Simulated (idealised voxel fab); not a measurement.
process module | voxel self aligned vias
cross-section cut | 265 nm wide | cells 5 nm
A cross-section is a grid of square cells, given in bands from the top down. A band is one or more rows of cells.
Each band's line starts with the height of the band's top and of its bottom, in nm. Then come its materials from left to right, each with its width in nm. One material with "throughout" fills the band from edge to edge. "air" is empty space.
Height 0 is the level under which the wafer as received is all one material. The lowest band goes on downwards, as in "0 down".
A width such as "30 to 40" changes by the same amount from each row of cells to the next, from the band's top row to its bottom row.
"no change" after a step means that no cell of the cross-section changed.
closed voids: empty space of 8 cells or more with no open way to the top, each as width x height at its distance from the left edge, in nm
after a step's settings: what the simulator itself notes on the step
overlay nm, on a step with a mask: how far to the right of its planned place the mask lay; to the left if negative
plan
1 op RECEIVE | material Si
2 op CONFORMAL_DEP | material SiO2 | thk nm 10
3 op CONFORMAL_DEP | material SiCN | thk nm 5
4 op DIRECTIONAL_DEP | material SiO2 | thk nm 25
5 op MASKED_ETCH | tone open | mask id LINES | width nm 25 | pitch nm 60 | etch materials SiO2 | depth nm 25 | overlay nm 0
6 op CONFORMAL_DEP | material TiN | thk nm 5
7 op FILL_DEP | material W | thk nm 10
8 op CMP | height nm 40
9 op SELECTIVE_ETCH | etch materials W Ru TiN | depth nm 5
10 op FILL_DEP | material SiN | thk nm 10
11 op CMP | height nm 40
12 op DIRECTIONAL_DEP | material SiO2 | thk nm 20
13 op PATTERN | tone open | mask id VIAS | material resist | width nm 35 | pitch nm 120 | thk nm 20 | overlay nm 0
14 op DIRECTIONAL_ETCH | etch materials SiO2 | depth nm 20
15 op DIRECTIONAL_ETCH | etch materials SiN | depth nm 5
16 op STRIP | etch materials resist
17 op CONFORMAL_DEP | material TiN | thk nm 5
18 op FILL_DEP | material Ru | thk nm 5
19 op CMP | height nm 60
20 op CONFORMAL_DEP | material SiN | thk nm 5
as received, after step 1
  0 down: Si throughout
  closed voids: none
first wafer at the end, as planned
  65 to 60: SiN throughout
  60 to 45: SiO2 55 | TiN 5 | Ru 25 | TiN 5 | SiO2 85 | TiN 5 | Ru 25 | TiN 5 | SiO2 55
  45 to 40: SiO2 55 | TiN 10 | Ru 15 | TiN 10 | SiO2 85 | TiN 10 | Ru 15 | TiN 10 | SiO2 55
  40 to 35: SiO2 60 | TiN 25 | SiO2 35 | SiN 25 | SiO2 35 | TiN 25 | SiO2 60
  35 to 20: SiO2 60 | TiN 5 | W 15 | TiN 5 | SiO2 35 | TiN 5 | W 15 | TiN 5 | SiO2 35 | TiN 5 | W 15 | TiN 5 | SiO2 60
  20 to 15: SiO2 60 | TiN 25 | SiO2 35 | TiN 25 | SiO2 35 | TiN 25 | SiO2 60
  15 to 10: SiCN throughout
  10 to 0: SiO2 throughout
  0 down: Si throughout
  closed voids: none
second wafer at the end: like start, like plan, one mistake
  65 to 60: SiN throughout
  60 to 40: SiO2 55 | TiN 5 | Ru 25 | TiN 5 | SiO2 85 | TiN 5 | Ru 25 | TiN 5 | SiO2 55
  40 to 35: SiN 55 | TiN 35 | SiN 85 | TiN 35 | SiN 55
  35 to 15: SiO2 60 | TiN 5 | W 15 | TiN 5 | SiO2 35 | TiN 5 | W 15 | TiN 5 | SiO2 35 | TiN 5 | W 15 | TiN 5 | SiO2 60
  15 to 10: SiO2 60 | TiN 25 | SiO2 35 | TiN 25 | SiO2 35 | TiN 25 | SiO2 60
  10 to 5: SiCN throughout
  5 to 0: SiO2 throughout
  0 down: Si throughout
  closed voids: none
what went wrong: step 2 ran as: op CONFORMAL_DEP | material SiO2 | thk nm 5
at the end the second wafer has, in cells: 4 more of Ru | 34 more of SiN | 53 fewer of SiO2 | 6 more of TiN | 9 more of W
